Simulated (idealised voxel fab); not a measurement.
Name of the process module below: voxel ribs on slabs
Square cells of 5 nm make up the cross-section cut, whose width is 290 nm.
When this document writes out a cross-section, it uses a grid of square cells and lists it as bands, beginning at the top and moving down, with a band standing for one or more rows of cells. For a band, the entry starts with two heights in nm, that of the top and then that of the bottom, and carries on with the band's materials in order from left to right, each alongside its width in nm; the word "all across" beside a single material means it fills the band edge to edge, and "air" means empty space. Ref level 0: as-received wafer is one material below here. Bottom band extends down with no lower bound ("from 0 down"). With a width like "30..40", each row of cells in the band differs from the next by the same amount, the top row carrying the first number and the bottom row the second. The designation "no modifications", where it is given for a processing step, indicates that no cell of the cross-section was altered in the course of that step. Empty spaces counting at least 8 cells and having no open way to the top are listed in "Encapsulated voids". The notation width x height at distance is used for each, the distance being from the left edge and all three values in nm. Heads up: the bit after the settings on a step's line is the simulator's remark on that step. overlay nm: step with mask; distance mask lay right of planned place; negative value = left of planned place.

HERE'S WHAT THE PLANNED PROCESS STEPS LOOK LIKE
1: RECEIVE (material Si)
2: DIRECTIONAL_DEP (material SiO2; thk nm 30)
3: DIRECTIONAL_DEP (material SiN; thk nm 15)
4: DIRECTIONAL_DEP (material aC; thk nm 15)
5: PATTERN (tone cover; mask id RIB; material resist; width nm 15; thk nm 35; overlay nm 0)
6: DIRECTIONAL_ETCH (etch materials aC; depth nm 15)
7: STRIP (etch materials resist)
8: DIRECTIONAL_ETCH (etch materials SiN; depth nm 10)
9: STRIP (etch materials aC)
10: DIRECTIONAL_DEP (material aC; thk nm 10)
11: PATTERN (tone cover; mask id SLAB; material resist; width nm 65; thk nm 30; overlay nm 0)
12: DIRECTIONAL_ETCH (etch materials aC; depth nm 10)
13: STRIP (etch materials resist)
14: DIRECTIONAL_ETCH (etch materials SiN; depth nm 5)
15: STRIP (etch materials aC)
16: FILL_DEP (material SiO2; thk nm 25)
17: CMP (height nm 65)
18: DIRECTIONAL_DEP (material TiN; thk nm 10)
19: MASKED_ETCH (tone cover; mask id HEATER; width nm 25; etch materials TiN; depth nm 10; overlay nm 0)
20: CONFORMAL_DEP (material SiO2; thk nm 5)

SHOWN IN CROSS-SECTION IS THE WAFER AS RECEIVED, THAT IS, AS IT STANDS AFTER STEP 1
- from 0 down: Si all across
- Encapsulated voids: none

THIS IS HOW THE WAFER LOOKS IN CROSS-SECTION ONCE THE MODULE IS DONE, GIVEN THE STARTING STATE AND PLAN ABOVE AND ONE MISTAKE IN CARRYING THE PLAN OUT
- from 80 to 75: 125 air, 35 SiO2, 130 air
- from 75 to 70: 125 air, 5 SiO2, 25 TiN, 5 SiO2, 130 air
- from 70 to 65: 130 SiO2, 25 TiN, 135 SiO2
- from 65 to 45: SiO2 all across
- from 45 to 35: 135 SiO2, 15 SiN, 140 SiO2
- from 35 to 30: 105 SiO2, 65 SiN, 120 SiO2
- from 30 to 0: SiO2 all across
- from 0 down: Si all across
- Encapsulated voids: none
Short version of what went wrong: step 11 was processed under conditions differing from the plan, specifically as PATTERN (tone cover; mask id SLAB; material resist; width nm 65; thk nm 30; overlay nm -5)
